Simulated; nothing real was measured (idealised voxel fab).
You're looking at the process module voxel released beams.
Pictured: cross-section cut, 230 nm wide, on a grid of 5 nm square cells.
A cross-section in this document is a grid of square cells, and it is written down as bands, the top band listed before the ones below it; a band is made up of one or more rows of cells.
Top, bottom (nm), then materials left to right with widths (nm); lone material tagged "all across" fills the whole band edge to edge; "air" = empty space.
All heights in this document are referenced to 0, defined as the level beneath which the wafer, as received, consists entirely of one material. The lowest band is not bounded below; it extends indefinitely downward and is written in the form "0 nm and below".
Width "30->40": first value at the band's top row of cells, second value at its bottom row, equal change from row to row.
"no alteration" means the step left every cell of the cross-section as it was.
Closed-off voids of 8+ cells (no open route to the top) go in "Closed empty spaces", written width x height at distance from the left edge, in nm.
Whatever follows a step's settings on its line is a remark the simulator itself makes about that step.
overlay nm: mask offset rightward from planned place, masked step; negative means leftward offset.
So the way this works: pairs, before and after one process step. The after picture only goes down to the lowest band that actually changed, nothing below. Step and its settings are under each pair. And watch out, pairs might come from different runs of this module, same starting wafer though, so a pair only follows on from the one above if its "Pre-process state" entry tells you so.

Pre-process state:
* 0 nm and below = Si all across
* Closed empty spaces: none

After:
* 5 nm to 0 nm = SiN all across
* Heights below 0 show no change.
* Closed empty spaces: none
The before and after cross-sections above differ by one step: CONFORMAL_DEP: material SiN, thk nm 5

Pre-process state: starting point is the after cross-section of the pair just above.

After:
* 15 nm to 5 nm = SiO2 all across
* Heights below 5 show no change.
* Closed empty spaces: none
The before and after cross-sections above differ by one step: DIRECTIONAL_DEP: material SiO2, thk nm 10

Pre-process state: starting point is the after cross-section of the pair just above.

After:
* 25 nm to 15 nm = aC all across
* Heights below 15 show no change.
* Closed empty spaces: none
The before and after cross-sections above differ by one step: DIRECTIONAL_DEP: material aC, thk nm 10

Pre-process state: starting point is the after cross-section of the pair just above.

After:
* 55 nm to 25 nm = 55 nm resist; 45 nm air; 130 nm resist
* Heights below 25 show no change.
* Closed empty spaces: none
The before and after cross-sections above differ by one step: PATTERN: tone open, mask id ANCHOR, material resist, width nm 45, thk nm 30, overlay nm 0

Pre-process state: starting point is the after cross-section of the pair just above.

After:
* 45 nm to 25 nm = 55 nm resist; 45 nm air; 130 nm resist
* 25 nm to 15 nm = 55 nm aC; 45 nm air; 130 nm aC
* Heights below 15 show no change.
* Closed empty spaces: none
The before and after cross-sections above differ by one step: DIRECTIONAL_ETCH: etch materials aC, depth nm 10

Pre-process state: starting point is the after cross-section of the pair just above.

After:
* 25 nm to 15 nm = 55 nm aC; 45 nm air; 130 nm aC
* Heights below 15 show no change.
* Closed empty spaces: none
The before and after cross-sections above differ by one step: STRIP: etch materials resist

Pre-process state: starting point is the after cross-section of the pair just above.

After:
* 25 nm to 15 nm = 55 nm aC; 45 nm air; 130 nm aC
* 15 nm to 5 nm = 55 nm SiO2; 45 nm air; 130 nm SiO2
* Heights below 5 show no change.
* Closed empty spaces: none
The before and after cross-sections above differ by one step: DIRECTIONAL_ETCH: etch materials SiO2, depth nm 10

Pre-process state: starting point is the after cross-section of the pair just above.

After:
* 15 nm to 5 nm = 55 nm SiO2; 45 nm air; 130 nm SiO2
* Heights below 5 show no change.
* Closed empty spaces: none
The before and after cross-sections above differ by one step: STRIP: etch materials aC

Pre-process state: starting point is the after cross-section of the pair just above.

After:
* 30 nm to 20 nm = 70 nm TiN; 15 nm air; 145 nm TiN
* 20 nm to 15 nm = TiN all across
* 15 nm to 5 nm = 55 nm SiO2; 45 nm TiN; 130 nm SiO2
* Heights below 5 show no change.
* Closed empty spaces: none
The before and after cross-sections above differ by one step: CONFORMAL_DEP: material TiN, thk nm 15

Pre-process state: starting point is the after cross-section of the pair just above.

After:
* 45 nm to 30 nm = 50 nm air; 120 nm resist; 60 nm air
* 30 nm to 20 nm = 70 nm TiN; 15 nm resist; 145 nm TiN
* Heights below 20 show no change.
* Closed empty spaces: none
The before and after cross-sections above differ by one step: PATTERN: tone cover, mask id BEAM, material resist, width nm 120, thk nm 15, overlay nm 0

Pre-process state: starting point is the after cross-section of the pair just above.

After:
* 45 nm to 30 nm = 50 nm air; 120 nm resist; 60 nm air
* 30 nm to 20 nm = 50 nm air; 20 nm TiN; 15 nm resist; 85 nm TiN; 60 nm air
* 20 nm to 15 nm = 50 nm air; 120 nm TiN; 60 nm air
* Heights below 15 show no change.
* Closed empty spaces: none
The before and after cross-sections above differ by one step: DIRECTIONAL_ETCH: etch materials TiN, depth nm 15

Pre-process state: starting point is the after cross-section of the pair just above.

After:
* 30 nm to 20 nm = 50 nm air; 20 nm TiN; 15 nm air; 85 nm TiN; 60 nm air
* Heights below 20 show no change.
* Closed empty spaces: none
The before and after cross-sections above differ by one step: STRIP: etch materials resist

Pre-process state: starting point is the after cross-section of the pair just above.

After:
* 30 nm to 20 nm = 50 nm air; 20 nm TiN; 15 nm air; 85 nm TiN; 60 nm air
* 20 nm to 15 nm = 50 nm air; 120 nm TiN; 60 nm air
* 15 nm to 5 nm = 55 nm air; 45 nm TiN; 130 nm air
* Heights below 5 show no change.
* Closed empty spaces: none
The before and after cross-sections above differ by one step: STRIP: etch materials SiO2

Pre-process state:
* 0 nm and below = Si all across
* Closed empty spaces: none

After:
* 10 nm to 0 nm = SiO2 all across
* Heights below 0 show no change.
* Closed empty spaces: none
The before and after cross-sections above differ by one step: DIRECTIONAL_DEP: material SiO2, thk nm 10

Pre-process state: starting point is the after cross-section of the pair just above.

After:
* 20 nm to 10 nm = aC all across
* Heights below 10 show no change.
* Closed empty spaces: none
The before and after cross-sections above differ by one step: DIRECTIONAL_DEP: material aC, thk nm 10

Pre-process state: starting point is the after cross-section of the pair just above.

After:
* 50 nm to 20 nm = 55 nm resist; 45 nm air; 130 nm resist
* Heights below 20 show no change.
* Closed empty spaces: none
The before and after cross-sections above differ by one step: PATTERN: tone open, mask id ANCHOR, material resist, width nm 45, thk nm 30, overlay nm 0

Pre-process state: starting point is the after cross-section of the pair just above.

After:
* 40 nm to 20 nm = 55 nm resist; 45 nm air; 130 nm resist
* 20 nm to 10 nm = 55 nm aC; 45 nm air; 130 nm aC
* Heights below 10 show no change.
* Closed empty spaces: none
The before and after cross-sections above differ by one step: DIRECTIONAL_ETCH: etch materials aC, depth nm 10

Pre-process state: starting point is the after cross-section of the pair just above.

After:
* 20 nm to 10 nm = 55 nm aC; 45 nm air; 130 nm aC
* Heights below 10 show no change.
* Closed empty spaces: none
The before and after cross-sections above differ by one step: STRIP: etch materials resist

Pre-process state: starting point is the after cross-section of the pair just above.

After:
* 20 nm to 10 nm = 55 nm aC; 45 nm air; 130 nm aC
* 10 nm to 0 nm = 55 nm SiO2; 45 nm air; 130 nm SiO2
* Heights below 0 show no change.
* Closed empty spaces: none
The before and after cross-sections above differ by one step: DIRECTIONAL_ETCH: etch materials SiO2, depth nm 10

Pre-process state: starting point is the after cross-section of the pair just above.

After:
* 10 nm to 0 nm = 55 nm SiO2; 45 nm air; 130 nm SiO2
* Heights below 0 show no change.
* Closed empty spaces: none
The before and after cross-sections above differ by one step: STRIP: etch materials aC

Pre-process state: starting point is the after cross-section of the pair just above.

After:
* 25 nm to 15 nm = 70 nm TiN; 15 nm air; 145 nm TiN
* 15 nm to 10 nm = TiN all across
* 10 nm to 0 nm = 55 nm SiO2; 45 nm TiN; 130 nm SiO2
* Heights below 0 show no change.
* Closed empty spaces: none
The before and after cross-sections above differ by one step: CONFORMAL_DEP: material TiN, thk nm 15

Pre-process state: starting point is the after cross-section of the pair just above.

After:
* 40 nm to 25 nm = 50 nm air; 120 nm resist; 60 nm air
* 25 nm to 15 nm = 70 nm TiN; 15 nm resist; 145 nm TiN
* Heights below 15 show no change.
* Closed empty spaces: none
The before and after cross-sections above differ by one step: PATTERN: tone cover, mask id BEAM, material resist, width nm 120, thk nm 15, overlay nm 0

Pre-process state: starting point is the after cross-section of the pair just above.

After:
* 40 nm to 25 nm = 50 nm air; 120 nm resist; 60 nm air
* 25 nm to 15 nm = 50 nm air; 20 nm TiN; 15 nm resist; 85 nm TiN; 60 nm air
* 15 nm to 10 nm = 50 nm air; 120 nm TiN; 60 nm air
* Heights below 10 show no change.
* Closed empty spaces: none
The before and after cross-sections above differ by one step: DIRECTIONAL_ETCH: etch materials TiN, depth nm 15

Pre-process state: starting point is the after cross-section of the pair just above.

After:
* 25 nm to 15 nm = 50 nm air; 20 nm TiN; 15 nm air; 85 nm TiN; 60 nm air
* Heights below 15 show no change.
* Closed empty spaces: none
The before and after cross-sections above differ by one step: STRIP: etch materials resist

Pre-process state: starting point is the after cross-section of the pair just above.

After:
* 25 nm to 15 nm = 50 nm air; 20 nm TiN; 15 nm air; 85 nm TiN; 60 nm air
* 15 nm to 10 nm = 50 nm air; 120 nm TiN; 60 nm air
* 10 nm to 0 nm = 55 nm air; 45 nm TiN; 130 nm air
* Heights below 0 show no change.
* Closed empty spaces: none
The before and after cross-sections above differ by one step: STRIP: etch materials SiO2

Pre-process state:
* 30 nm to 20 nm = 70 nm TiN; 15 nm air; 145 nm TiN
* 20 nm to 15 nm = TiN all across
* 15 nm to 5 nm = 55 nm SiO2; 45 nm TiN; 130 nm SiO2
* 5 nm to 0 nm = SiN all across
* 0 nm and below = Si all across
* Closed empty spaces: none

After:
* 45 nm to 15 nm = TiN all across
* Heights below 15 show no change.
* Closed empty spaces: none
The before and after cross-sections above differ by one step: CONFORMAL_DEP: material TiN, thk nm 15

Pre-process state: starting point is the after cross-section of the pair just above.

After:
* 60 nm to 45 nm = 50 nm air; 120 nm resist; 60 nm air
* Heights below 45 show no change.
* Closed empty spaces: none
The before and after cross-sections above differ by one step: PATTERN: tone cover, mask id BEAM, material resist, width nm 120, thk nm 15, overlay nm 0

Pre-process state: starting point is the after cross-section of the pair just above.

After:
* 60 nm to 45 nm = 50 nm air; 120 nm resist; 60 nm air
* 45 nm to 30 nm = 50 nm air; 120 nm TiN; 60 nm air
* Heights below 30 show no change.
* Closed empty spaces: none
The before and after cross-sections above differ by one step: DIRECTIONAL_ETCH: etch materials TiN, depth nm 15

Pre-process state: starting point is the after cross-section of the pair just above.

After:
* 45 nm to 30 nm = 50 nm air; 120 nm TiN; 60 nm air
* Heights below 30 show no change.
* Closed empty spaces: none
The before and after cross-sections above differ by one step: STRIP: etch materials resist

Pre-process state:
* 10 nm to 0 nm = SiO2 all across
* 0 nm and below = Si all across
* Closed empty spaces: none

After:
* 15 nm to 10 nm = SiN all across
* Heights below 10 show no change.
* Closed empty spaces: none
The before and after cross-sections above differ by one step: CONFORMAL_DEP: material SiN, thk nm 5

Pre-process state: starting point is the after cross-section of the pair just above.

After:
* 25 nm to 15 nm = aC all across
* Heights below 15 show no change.
* Closed empty spaces: none
The before and after cross-sections above differ by one step: DIRECTIONAL_DEP: material aC, thk nm 10

Pre-process state: starting point is the after cross-section of the pair just above.

After:
* 55 nm to 25 nm = 55 nm resist; 45 nm air; 130 nm resist
* Heights below 25 show no change.
* Closed empty spaces: none
The before and after cross-sections above differ by one step: PATTERN: tone open, mask id ANCHOR, material resist, width nm 45, thk nm 30, overlay nm 0

Pre-process state: starting point is the after cross-section of the pair just above.

After:
* 45 nm to 25 nm = 55 nm resist; 45 nm air; 130 nm resist
* 25 nm to 15 nm = 55 nm aC; 45 nm air; 130 nm aC
* Heights below 15 show no change.
* Closed empty spaces: none
The before and after cross-sections above differ by one step: DIRECTIONAL_ETCH: etch materials aC, depth nm 10

Pre-process state: starting point is the after cross-section of the pair just above.

After:
* 25 nm to 15 nm = 55 nm aC; 45 nm air; 130 nm aC
* Heights below 15 show no change.
* Closed empty spaces: none
The before and after cross-sections above differ by one step: STRIP: etch materials resist

Pre-process state: starting point is the after cross-section of the pair just above.

After:
* 15 nm to 10 nm = SiN all across
* Heights below 10 show no change.
* Closed empty spaces: none
The before and after cross-sections above differ by one step: STRIP: etch materials aC

Pre-process state: starting point is the after cross-section of the pair just above.

After:
* 30 nm to 15 nm = TiN all across
* Heights below 15 show no change.
* Closed empty spaces: none
The before and after cross-sections above differ by one step: CONFORMAL_DEP: material TiN, thk nm 15

Pre-process state: starting point is the after cross-section of the pair just above.

After:
* 45 nm to 30 nm = 50 nm air; 120 nm resist; 60 nm air
* Heights below 30 show no change.
* Closed empty spaces: none
The before and after cross-sections above differ by one step: PATTERN: tone cover, mask id BEAM, material resist, width nm 120, thk nm 15, overlay nm 0

Pre-process state: starting point is the after cross-section of the pair just above.

After:
* 45 nm to 30 nm = 50 nm air; 120 nm resist; 60 nm air
* 30 nm to 15 nm = 50 nm air; 120 nm TiN; 60 nm air
* Heights below 15 show no change.
* Closed empty spaces: none
The before and after cross-sections above differ by one step: DIRECTIONAL_ETCH: etch materials TiN, depth nm 15

Pre-process state: starting point is the after cross-section of the pair just above.

After:
* 30 nm to 15 nm = 50 nm air; 120 nm TiN; 60 nm air
* Heights below 15 show no change.
* Closed empty spaces: none
The before and after cross-sections above differ by one step: STRIP: etch materials resist

Pre-process state:
* 45 nm to 30 nm = 50 nm air; 120 nm resist; 60 nm air
* 30 nm to 20 nm = 70 nm TiN; 15 nm resist; 145 nm TiN
* 20 nm to 15 nm = TiN all across
* 15 nm to 5 nm = 55 nm SiO2; 45 nm TiN; 130 nm SiO2
* 5 nm to 0 nm = SiN all across
* 0 nm and below = Si all across
* Closed empty spaces: none

After:
* 45 nm to 30 nm = 50 nm air; 120 nm resist; 60 nm air
* 30 nm to 20 nm = 50 nm air; 20 nm TiN; 15 nm resist; 85 nm TiN; 60 nm air
* Heights below 20 show no change.
* Closed empty spaces: none
The before and after cross-sections above differ by one step: DIRECTIONAL_ETCH: etch materials TiN, depth nm 10

Pre-process state: starting point is the after cross-section of the pair just above.

After:
* 30 nm to 20 nm = 50 nm air; 20 nm TiN; 15 nm air; 85 nm TiN; 60 nm air
* Heights below 20 show no change.
* Closed empty spaces: none
The before and after cross-sections above differ by one step: STRIP: etch materials resist

Pre-process state:
* 25 nm to 15 nm = aC all across
* 15 nm to 5 nm = SiO2 all across
* 5 nm to 0 nm = SiN all across
* 0 nm and below = Si all across
* Closed empty spaces: none

After:
* 55 nm to 25 nm = 60 nm resist; 40 nm air; 130 nm resist
* Heights below 25 show no change.
* Closed empty spaces: none
The before and after cross-sections above differ by one step: PATTERN: tone open, mask id ANCHOR, material resist, width nm 40, thk nm 30, overlay nm 0

Pre-process state: starting point is the after cross-section of the pair just above.

After:
* 45 nm to 25 nm = 60 nm resist; 40 nm air; 130 nm resist
* 25 nm to 15 nm = 60 nm aC; 40 nm air; 130 nm aC
* Heights below 15 show no change.
* Closed empty spaces: none
The before and after cross-sections above differ by one step: DIRECTIONAL_ETCH: etch materials aC, depth nm 10

Pre-process state: starting point is the after cross-section of the pair just above.

After:
* 25 nm to 15 nm = 60 nm aC; 40 nm air; 130 nm aC
* Heights below 15 show no change.
* Closed empty spaces: none
The before and after cross-sections above differ by one step: STRIP: etch materials resist

Pre-process state: starting point is the after cross-section of the pair just above.

After:
* 25 nm to 15 nm = 60 nm aC; 40 nm air; 130 nm aC
* 15 nm to 5 nm = 60 nm SiO2; 40 nm air; 130 nm SiO2
* Heights below 5 show no change.
* Closed empty spaces: none
The before and after cross-sections above differ by one step: DIRECTIONAL_ETCH: etch materials SiO2, depth nm 10

Pre-process state: starting point is the after cross-section of the pair just above.

After:
* 15 nm to 5 nm = 60 nm SiO2; 40 nm air; 130 nm SiO2
* Heights below 5 show no change.
* Closed empty spaces: none
The before and after cross-sections above differ by one step: STRIP: etch materials aC

Pre-process state: starting point is the after cross-section of the pair just above.

After:
* 30 nm to 20 nm = 75 nm TiN; 10 nm air; 145 nm TiN
* 20 nm to 15 nm = TiN all across
* 15 nm to 5 nm = 60 nm SiO2; 40 nm TiN; 130 nm SiO2
* Heights below 5 show no change.
* Closed empty spaces: none
The before and after cross-sections above differ by one step: CONFORMAL_DEP: material TiN, thk nm 15

Pre-process state: starting point is the after cross-section of the pair just above.

After:
* 45 nm to 30 nm = 50 nm air; 120 nm resist; 60 nm air
* 30 nm to 20 nm = 75 nm TiN; 10 nm resist; 145 nm TiN
* Heights below 20 show no change.
* Closed empty spaces: none
The before and after cross-sections above differ by one step: PATTERN: tone cover, mask id BEAM, material resist, width nm 120, thk nm 15, overlay nm 0

Pre-process state: starting point is the after cross-section of the pair just above.

After:
* 45 nm to 30 nm = 50 nm air; 120 nm resist; 60 nm air
* 30 nm to 20 nm = 50 nm air; 25 nm TiN; 10 nm resist; 85 nm TiN; 60 nm air
* 20 nm to 15 nm = 50 nm air; 120 nm TiN; 60 nm air
* Heights below 15 show no change.
* Closed empty spaces: none
The before and after cross-sections above differ by one step: DIRECTIONAL_ETCH: etch materials TiN, depth nm 15

Pre-process state: starting point is the after cross-section of the pair just above.

After:
* 30 nm to 20 nm = 50 nm air; 25 nm TiN; 10 nm air; 85 nm TiN; 60 nm air
* Heights below 20 show no change.
* Closed empty spaces: none
The before and after cross-sections above differ by one step: STRIP: etch materials resist

Pre-process state: starting point is the after cross-section of the pair just above.

After:
* 30 nm to 20 nm = 50 nm air; 25 nm TiN; 10 nm air; 85 nm TiN; 60 nm air
* 20 nm to 15 nm = 50 nm air; 120 nm TiN; 60 nm air
* 15 nm to 5 nm = 60 nm air; 40 nm TiN; 130 nm air
* Heights below 5 show no change.
* Closed empty spaces: none
The before and after cross-sections above differ by one step: STRIP: etch materials SiO2

Pre-process state:
* 25 nm to 15 nm = aC all across
* 15 nm to 5 nm = SiO2 all across
* 5 nm to 0 nm = SiN all across
* 0 nm and below = Si all across
* Closed empty spaces: none

After:
* 55 nm to 25 nm = 45 nm resist; 45 nm air; 140 nm resist
* Heights below 25 show no change.
* Closed empty spaces: none
The before and after cross-sections above differ by one step: PATTERN: tone open, mask id ANCHOR, material resist, width nm 45, thk nm 30, overlay nm -10

Pre-process state: starting point is the after cross-section of the pair just above.

After:
* 45 nm to 25 nm = 45 nm resist; 45 nm air; 140 nm resist
* 25 nm to 15 nm = 45 nm aC; 45 nm air; 140 nm aC
* Heights below 15 show no change.
* Closed empty spaces: none
The before and after cross-sections above differ by one step: DIRECTIONAL_ETCH: etch materials aC, depth nm 10

Pre-process state: starting point is the after cross-section of the pair just above.

After:
* 25 nm to 15 nm = 45 nm aC; 45 nm air; 140 nm aC
* Heights below 15 show no change.
* Closed empty spaces: none
The before and after cross-sections above differ by one step: STRIP: etch materials resist

Pre-process state: starting point is the after cross-section of the pair just above.

After:
* 25 nm to 15 nm = 45 nm aC; 45 nm air; 140 nm aC
* 15 nm to 5 nm = 45 nm SiO2; 45 nm air; 140 nm SiO2
* Heights below 5 show no change.
* Closed empty spaces: none
The before and after cross-sections above differ by one step: DIRECTIONAL_ETCH: etch materials SiO2, depth nm 10

Pre-process state: starting point is the after cross-section of the pair just above.

After:
* 15 nm to 5 nm = 45 nm SiO2; 45 nm air; 140 nm SiO2
* Heights below 5 show no change.
* Closed empty spaces: none
The before and after cross-sections above differ by one step: STRIP: etch materials aC

Pre-process state: starting point is the after cross-section of the pair just above.

After:
* 30 nm to 20 nm = 60 nm TiN; 15 nm air; 155 nm TiN
* 20 nm to 15 nm = TiN all across
* 15 nm to 5 nm = 45 nm SiO2; 45 nm TiN; 140 nm SiO2
* Heights below 5 show no change.
* Closed empty spaces: none
The before and after cross-sections above differ by one step: CONFORMAL_DEP: material TiN, thk nm 15

Pre-process state: starting point is the after cross-section of the pair just above.

After:
* 45 nm to 30 nm = 50 nm air; 120 nm resist; 60 nm air
* 30 nm to 20 nm = 60 nm TiN; 15 nm resist; 155 nm TiN
* Heights below 20 show no change.
* Closed empty spaces: none
The before and after cross-sections above differ by one step: PATTERN: tone cover, mask id BEAM, material resist, width nm 120, thk nm 15, overlay nm 0

Pre-process state: starting point is the after cross-section of the pair just above.

After:
* 45 nm to 30 nm = 50 nm air; 120 nm resist; 60 nm air
* 30 nm to 20 nm = 50 nm air; 10 nm TiN; 15 nm resist; 95 nm TiN; 60 nm air
* 20 nm to 15 nm = 50 nm air; 120 nm TiN; 60 nm air
* Heights below 15 show no change.
* Closed empty spaces: none
The before and after cross-sections above differ by one step: DIRECTIONAL_ETCH: etch materials TiN, depth nm 15

Pre-process state: starting point is the after cross-section of the pair just above.

After:
* 30 nm to 20 nm = 50 nm air; 10 nm TiN; 15 nm air; 95 nm TiN; 60 nm air
* Heights below 20 show no change.
* Closed empty spaces: none
The before and after cross-sections above differ by one step: STRIP: etch materials resist

Pre-process state: starting point is the after cross-section of the pair just above.

After:
* 30 nm to 20 nm = 50 nm air; 10 nm TiN; 15 nm air; 95 nm TiN; 60 nm air
* 20 nm to 15 nm = 50 nm air; 120 nm TiN; 60 nm air
* 15 nm to 5 nm = 45 nm air; 45 nm TiN; 140 nm air
* Heights below 5 show no change.
* Closed empty spaces: none
The before and after cross-sections above differ by one step: STRIP: etch materials SiO2

Pre-process state:
* 15 nm to 5 nm = SiO2 all across
* 5 nm to 0 nm = SiN all across
* 0 nm and below = Si all across
* Closed empty spaces: none

After:
* 25 nm to 15 nm = TiN all across
* Heights below 15 show no change.
* Closed empty spaces: none
The before and after cross-sections above differ by one step: DIRECTIONAL_DEP: material TiN, thk nm 10

Pre-process state: starting point is the after cross-section of the pair just above.

After:
* 55 nm to 25 nm = 55 nm resist; 45 nm air; 130 nm resist
* Heights below 25 show no change.
* Closed empty spaces: none
The before and after cross-sections above differ by one step: PATTERN: tone open, mask id ANCHOR, material resist, width nm 45, thk nm 30, overlay nm 0

Pre-process state: starting point is the after cross-section of the pair just above.

After:
* 45 nm to 25 nm = 55 nm resist; 45 nm air; 130 nm resist
* Heights below 25 show no change.
* Closed empty spaces: none
The before and after cross-sections above differ by one step: DIRECTIONAL_ETCH: etch materials aC, depth nm 10

Pre-process state: starting point is the after cross-section of the pair just above.

After:
* 25 nm to 15 nm = TiN all across
* Heights below 15 show no change.
* Closed empty spaces: none
The before and after cross-sections above differ by one step: STRIP: etch materials resist

Pre-process state: starting point is the after cross-section of the pair just above.

After:
* 40 nm to 15 nm = TiN all across
* Heights below 15 show no change.
* Closed empty spaces: none
The before and after cross-sections above differ by one step: CONFORMAL_DEP: material TiN, thk nm 15

Pre-process state: starting point is the after cross-section of the pair just above.

After:
* 55 nm to 40 nm = 50 nm air; 120 nm resist; 60 nm air
* Heights below 40 show no change.
* Closed empty spaces: none
The before and after cross-sections above differ by one step: PATTERN: tone cover, mask id BEAM, material resist, width nm 120, thk nm 15, overlay nm 0

Pre-process state: starting point is the after cross-section of the pair just above.

After:
* 55 nm to 40 nm = 50 nm air; 120 nm resist; 60 nm air
* 40 nm to 25 nm = 50 nm air; 120 nm TiN; 60 nm air
* Heights below 25 show no change.
* Closed empty spaces: none
The before and after cross-sections above differ by one step: DIRECTIONAL_ETCH: etch materials TiN, depth nm 15

Pre-process state: starting point is the after cross-section of the pair just above.

After:
* 40 nm to 25 nm = 50 nm air; 120 nm TiN; 60 nm air
* Heights below 25 show no change.
* Closed empty spaces: none
The before and after cross-sections above differ by one step: STRIP: etch materials resist

Pre-process state:
* 25 nm to 15 nm = aC all across
* 15 nm to 5 nm = SiO2 all across
* 5 nm to 0 nm = SiN all across
* 0 nm and below = Si all across
* Closed empty spaces: none

After:
* 55 nm to 25 nm = 55 nm air; 45 nm resist; 130 nm air
* Heights below 25 show no change.
* Closed empty spaces: none
The before and after cross-sections above differ by one step: PATTERN: tone cover, mask id ANCHOR, material resist, width nm 45, thk nm 30, overlay nm 0

Pre-process state: starting point is the after cross-section of the pair just above.

After:
* 45 nm to 25 nm = 55 nm air; 45 nm resist; 130 nm air
* 25 nm to 15 nm = 55 nm air; 45 nm aC; 130 nm air
* Heights below 15 show no change.
* Closed empty spaces: none
The before and after cross-sections above differ by one step: DIRECTIONAL_ETCH: etch materials aC, depth nm 10

Pre-process state: starting point is the after cross-section of the pair just above.

After:
* 25 nm to 15 nm = 55 nm air; 45 nm aC; 130 nm air
* Heights below 15 show no change.
* Closed empty spaces: none
The before and after cross-sections above differ by one step: STRIP: etch materials resist

Pre-process state: starting point is the after cross-section of the pair just above.

After:
* 25 nm to 15 nm = 55 nm air; 45 nm aC; 130 nm air
* 15 nm to 5 nm = 55 nm air; 45 nm SiO2; 130 nm air
* Heights below 5 show no change.
* Closed empty spaces: none
The before and after cross-sections above differ by one step: DIRECTIONAL_ETCH: etch materials SiO2, depth nm 10

Pre-process state: starting point is the after cross-section of the pair just above.

After:
* 15 nm to 5 nm = 55 nm air; 45 nm SiO2; 130 nm air
* Heights below 5 show no change.
* Closed empty spaces: none
The before and after cross-sections above differ by one step: STRIP: etch materials aC

Pre-process state: starting point is the after cross-section of the pair just above.

After:
* 30 nm to 20 nm = 40 nm air; 75 nm TiN; 115 nm air
* 20 nm to 15 nm = TiN all across
* 15 nm to 5 nm = 55 nm TiN; 45 nm SiO2; 130 nm TiN
* Heights below 5 show no change.
* Closed empty spaces: none
The before and after cross-sections above differ by one step: CONFORMAL_DEP: material TiN, thk nm 15

Pre-process state: starting point is the after cross-section of the pair just above.

After:
* 45 nm to 30 nm = 50 nm air; 120 nm resist; 60 nm air
* 30 nm to 20 nm = 40 nm air; 75 nm TiN; 55 nm resist; 60 nm air
* Heights below 20 show no change.
* Closed empty spaces: none
The before and after cross-sections above differ by one step: PATTERN: tone cover, mask id BEAM, material resist, width nm 120, thk nm 15, overlay nm 0

Pre-process state: starting point is the after cross-section of the pair just above.

After:
* 45 nm to 30 nm = 50 nm air; 120 nm resist; 60 nm air
* 30 nm to 20 nm = 50 nm air; 65 nm TiN; 55 nm resist; 60 nm air
* 20 nm to 15 nm = 50 nm air; 120 nm TiN; 60 nm air
* 15 nm to 5 nm = 40 nm air; 15 nm TiN; 45 nm SiO2; 70 nm TiN; 60 nm air
* Heights below 5 show no change.
* Closed empty spaces: none
The before and after cross-sections above differ by one step: DIRECTIONAL_ETCH: etch materials TiN, depth nm 15

Pre-process state: starting point is the after cross-section of the pair just above.

After:
* 30 nm to 20 nm = 50 nm air; 65 nm TiN; 115 nm air
* Heights below 20 show no change.
* Closed empty spaces: none
The before and after cross-sections above differ by one step: STRIP: etch materials resist
